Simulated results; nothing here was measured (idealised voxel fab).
process module | voxel gate over fins
cross-section cut | 285 nm wide | cells 5 nm
A cross-section is a grid of square cells, given in bands from the top down. A band is one or more rows of cells.
Each band's line starts with the height of the band's top and of its bottom, in nm. Then come its materials from left to right, each with its width in nm. One material with "throughout" fills the band from edge to edge. "air" is empty space.
Height 0 is the level under which the wafer as received is all one material. The lowest band goes on downwards, as in "0 down".
A width such as "30 to 40" changes by the same amount from each row of cells to the next, from the band's top row to its bottom row.
"no change" after a step means that no cell of the cross-section changed.
closed voids: empty space of 8 cells or more with no open way to the top, each as width x height at its distance from the left edge, in nm
after a step's settings: what the simulator itself notes on the step
overlay nm, on a step with a mask: how far to the right of its planned place the mask lay; to the left if negative
plan
1 op RECEIVE | material Si
2 op CONFORMAL_DEP | material SiN | thk nm 10
3 op PATTERN | tone cover | mask id FINS | material resist | width nm 15 | pitch nm 40 | thk nm 15 | overlay nm -15
4 op DIRECTIONAL_ETCH | etch materials SiN | depth nm 10
5 op DIRECTIONAL_ETCH | etch materials Si | depth nm 30
6 op STRIP | etch materials resist
7 op FILL_DEP | material SiO2 | thk nm 5
8 op CMP | height nm 10
9 op SELECTIVE_ETCH | etch materials SiO2 | depth nm 25
10 op STRIP | etch materials SiN
11 op CONFORMAL_DEP | material HfO2 | thk nm 5
12 op CONFORMAL_DEP | material TiN | thk nm 5
13 op FILL_DEP | material W | thk nm 10
14 op CMP | height nm 15
15 op CONFORMAL_DEP | material SiCN | thk nm 10
varied across the wafers: overlay nm of step 3. The plan shows the first wafer's value. All wafers start alike
first wafer as received, after step 1
  0 down: Si throughout
  closed voids: none
each wafer at the end: cells of each material gained (+) or lost (-) since it was received, then its closed voids
overlay nm -15 | +69 HfO2 | -306 Si | +114 SiCN | +153 SiO2 | +69 TiN | +186 W | closed voids: none
overlay nm -10 | +69 HfO2 | -306 Si | +114 SiCN | +153 SiO2 | +69 TiN | +186 W | closed voids: none
overlay nm -5 | +69 HfO2 | -306 Si | +114 SiCN | +153 SiO2 | +69 TiN | +186 W | closed voids: none
overlay nm 0 | +69 HfO2 | -306 Si | +114 SiCN | +153 SiO2 | +69 TiN | +186 W | closed voids: none
overlay nm 5 | +69 HfO2 | -306 Si | +114 SiCN | +153 SiO2 | +69 TiN | +186 W | closed voids: none
overlay nm 10 | +69 HfO2 | -306 Si | +114 SiCN | +153 SiO2 | +69 TiN | +186 W | closed voids: none
overlay nm 15 | +69 HfO2 | -306 Si | +114 SiCN | +153 SiO2 | +69 TiN | +186 W | closed voids: none
